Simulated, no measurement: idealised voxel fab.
voxel wiring stack: a process module
Square cell edge 5 nm, section width 205 nm, ID cut.
Cross-section layout: square cells on a grid; listed as bands, top to bottom; a band spans one or more cell rows. Heads up on the band format: heights come first, top then bottom, in nm. After that it's the materials left to right, each with its width in nm. A single material flagged "everywhere" fills the whole band edge to edge, and "air" means there's empty space there. Heights are expressed relative to 0, this being the level below which the as-received wafer comprises one material exclusively. The lowest band is unbounded in the downward direction and is denoted as in "from 0 down". The two numbers in a width such as "30 to 40" mark its ends across the band: the first belongs to the top row of cells, the second to the bottom row, and from each row to the next the width moves by the same amount. Take "identical to before" at face value: in the step it is given for, the cross-section changed in none of its cells. Enclosed voids (no open way to top), threshold 8 cells or more, entry "Closed cavity list", notation width x height at distance, distance from left edge, nm. On each step's line, the part that comes after the settings is the simulator's own comment on the step. overlay nm: step with mask; distance mask lay right of planned place; negative value = left of planned place.

The process steps that were planned are listed below
| 1 | op RECEIVE | material Si |
| 2 | op CONFORMAL_DEP | material SiO2 | thk nm 10 |
| 3 | op DIRECTIONAL_DEP | material TiN | thk nm 5 |
| 4 | op DIRECTIONAL_DEP | material W | thk nm 20 |
| 5 | op PATTERN | tone cover | mask id METAL_1 | material resist | width nm 30 | pitch nm 50 | thk nm 20 | overlay nm 0 |
| 6 | op DIRECTIONAL_ETCH | etch materials W | depth nm 20 |
| 7 | op DIRECTIONAL_ETCH | etch materials TiN | depth nm 5 |
| 8 | op STRIP | etch materials resist |
| 9 | op FILL_DEP | material SiO2 | thk nm 10 |
| 10 | op CMP | height nm 35 |
| 11 | op CONFORMAL_DEP | material SiCN | thk nm 5 |
| 12 | op DIRECTIONAL_DEP | material lowk | thk nm 30 |
| 13 | op PATTERN | tone open | mask id METAL_2_HOLES | material resist | width nm 15 | pitch nm 50 | thk nm 20 | overlay nm 0 |
| 14 | op DIRECTIONAL_ETCH | etch materials lowk | depth nm 30 |
| 15 | op STRIP | etch materials resist |
| 16 | op PATTERN | tone open | mask id METAL_2 | material resist | width nm 30 | pitch nm 50 | thk nm 15 | overlay nm 0 |
| 17 | op DIRECTIONAL_ETCH | etch materials lowk | depth nm 15 |
| 18 | op DIRECTIONAL_ETCH | etch materials SiCN | depth nm 5 |
| 19 | op STRIP | etch materials resist |
| 20 | op CONFORMAL_DEP | material TiN | thk nm 5 |
| 21 | op FILL_DEP | material Ru | thk nm 5 |
| 22 | op CMP | height nm 70 |
| 23 | op CONFORMAL_DEP | material SiCN | thk nm 5 |
| 24 | op DIRECTIONAL_DEP | material SiO2 | thk nm 25 |
| 25 | op PATTERN | tone open | mask id METAL_3_HOLES | material resist | width nm 15 | pitch nm 50 | thk nm 20 | overlay nm 0 |
| 26 | op DIRECTIONAL_ETCH | etch materials SiO2 | depth nm 25 |
| 27 | op STRIP | etch materials resist |
| 28 | op DIRECTIONAL_DEP | material aC | thk nm 15 |
| 29 | op PATTERN | tone open | mask id METAL_3 | material resist | width nm 30 | pitch nm 50 | thk nm 35 | overlay nm 0 |
| 30 | op DIRECTIONAL_ETCH | etch materials aC | depth nm 15 |
| 31 | op STRIP | etch materials resist |
| 32 | op DIRECTIONAL_ETCH | etch materials SiO2 | depth nm 15 |
| 33 | op DIRECTIONAL_ETCH | etch materials SiCN | depth nm 5 |
| 34 | op STRIP | etch materials aC |
| 35 | op CONFORMAL_DEP | material TiN | thk nm 5 |
| 36 | op FILL_DEP | material Cu | thk nm 10 |
| 37 | op CMP | height nm 100 |
| 38 | op CONFORMAL_DEP | material SiCN | thk nm 5 |
| 39 | op DIRECTIONAL_DEP | material lowk | thk nm 35 |
| 40 | op DIRECTIONAL_DEP | material aC | thk nm 15 |
| 41 | op PATTERN | tone open | mask id METAL_4 | material resist | width nm 30 | pitch nm 50 | thk nm 30 | overlay nm 0 |
| 42 | op DIRECTIONAL_ETCH | etch materials aC | depth nm 15 |
| 43 | op STRIP | etch materials resist |
| 44 | op DIRECTIONAL_ETCH | etch materials lowk | depth nm 20 |
| 45 | op STRIP | etch materials aC |
| 46 | op PATTERN | tone open | mask id METAL_4_HOLES | material resist | width nm 15 | pitch nm 50 | thk nm 20 | overlay nm 0 |
| 47 | op DIRECTIONAL_ETCH | etch materials lowk | depth nm 15 |
| 48 | op DIRECTIONAL_ETCH | etch materials SiCN | depth nm 5 |
| 49 | op STRIP | etch materials resist |
| 50 | op CONFORMAL_DEP | material TiN | thk nm 5 |
| 51 | op FILL_DEP | material Ru | thk nm 5 |
| 52 | op CMP | height nm 140 |
| 53 | op CONFORMAL_DEP | material SiCN | thk nm 5 |

Cross-sectional view of the wafer in its as-received condition, corresponding to the state after step 1
* from 0 down  Si everywhere
* Closed cavity list: none

Run as planned - first of the two wafers cross-sectioned at the end of the module
* from 145 to 140  SiCN everywhere
* from 140 to 125  lowk (60) | TiN (5) | Ru (20) | TiN (5) | lowk (20) | TiN (5) | Ru (20) | TiN (5) | lowk (65)
* from 125 to 120  lowk (60) | TiN (5) | Ru (5) | TiN (20) | lowk (20) | TiN (5) | Ru (5) | TiN (20) | lowk (65)
* from 120 to 105  lowk (60) | TiN (5) | Ru (5) | TiN (5) | lowk (35) | TiN (5) | Ru (5) | TiN (5) | lowk (80)
* from 105 to 100  SiCN (60) | TiN (15) | SiCN (35) | TiN (15) | SiCN (80)
* from 100 to 90  SiO2 (60) | TiN (5) | Cu (20) | TiN (5) | SiO2 (20) | TiN (5) | Cu (20) | TiN (5) | SiO2 (65)
* from 90 to 85  SiO2 (60) | TiN (5) | Cu (5) | TiN (20) | SiO2 (20) | TiN (5) | Cu (5) | TiN (20) | SiO2 (65)
* from 85 to 75  SiO2 (60) | TiN (5) | Cu (5) | TiN (5) | SiO2 (35) | TiN (5) | Cu (5) | TiN (5) | SiO2 (80)
* from 75 to 70  SiCN (60) | TiN (15) | SiCN (35) | TiN (15) | SiCN (80)
* from 70 to 60  lowk (60) | TiN (5) | Ru (20) | TiN (5) | lowk (20) | TiN (5) | Ru (20) | TiN (5) | lowk (65)
* from 60 to 55  lowk (60) | TiN (5) | Ru (5) | TiN (20) | lowk (20) | TiN (5) | Ru (5) | TiN (20) | lowk (65)
* from 55 to 40  lowk (60) | TiN (5) | Ru (5) | TiN (5) | lowk (35) | TiN (5) | Ru (5) | TiN (5) | lowk (80)
* from 40 to 35  SiCN (60) | TiN (15) | SiCN (35) | TiN (15) | SiCN (80)
* from 35 to 15  SiO2 (60) | W (30) | SiO2 (20) | W (30) | SiO2 (65)
* from 15 to 10  SiO2 (60) | TiN (30) | SiO2 (20) | TiN (30) | SiO2 (65)
* from 10 to 0  SiO2 everywhere
* from 0 down  Si everywhere
* Closed cavity list: none

What the second wafer looks like in cross-section once the module is done. Its start and its plan matched the first wafer's exactly; what differed was one mistake in how it was run
* from 145 to 140  SiCN everywhere
* from 140 to 125  lowk (60) | TiN (5) | Ru (20) | TiN (5) | lowk (20) | TiN (5) | Ru (20) | TiN (5) | lowk (65)
* from 125 to 120  lowk (60) | TiN (5) | Ru (5) | TiN (20) | lowk (20) | TiN (5) | Ru (5) | TiN (20) | lowk (65)
* from 120 to 105  lowk (60) | TiN (5) | Ru (5) | TiN (5) | lowk (35) | TiN (5) | Ru (5) | TiN (5) | lowk (80)
* from 105 to 100  SiCN (60) | TiN (15) | SiCN (35) | TiN (15) | SiCN (80)
* from 100 to 90  SiO2 (60) | TiN (5) | Cu (20) | TiN (5) | SiO2 (20) | TiN (5) | Cu (20) | TiN (5) | SiO2 (65)
* from 90 to 85  SiO2 (60) | TiN (5) | Cu (5) | TiN (20) | SiO2 (20) | TiN (5) | Cu (5) | TiN (20) | SiO2 (65)
* from 85 to 75  SiO2 (60) | TiN (5) | Cu (5) | TiN (5) | SiO2 (35) | TiN (5) | Cu (5) | TiN (5) | SiO2 (80)
* from 75 to 70  SiCN (60) | TiN (15) | SiCN (35) | TiN (15) | SiCN (80)
* from 70 to 60  lowk (60) | TiN (5) | Ru (20) | TiN (5) | lowk (20) | TiN (5) | Ru (20) | TiN (5) | lowk (65)
* from 60 to 55  lowk (60) | TiN (5) | Ru (5) | TiN (20) | lowk (20) | TiN (5) | Ru (5) | TiN (20) | lowk (65)
* from 55 to 40  lowk (60) | TiN (5) | Ru (5) | TiN (5) | lowk (35) | TiN (5) | Ru (5) | TiN (5) | lowk (80)
* from 40 to 35  SiCN (60) | TiN (15) | SiCN (35) | TiN (15) | SiCN (80)
* from 35 to 15  Ru (60) | W (30) | Ru (20) | W (30) | Ru (65)
* from 15 to 10  Ru (60) | TiN (30) | Ru (20) | TiN (30) | Ru (65)
* from 10 to 0  SiO2 everywhere
* from 0 down  Si everywhere
* Closed cavity list: none
Error vs. plan: contrary to plan, step 9 was performed as op FILL_DEP | material Ru | thk nm 10
Upon completion, the second wafer contains, in terms of cells, a greater or smaller amount of certain materials than the first wafer: Ru: 145 more; SiO2: 145 fewer
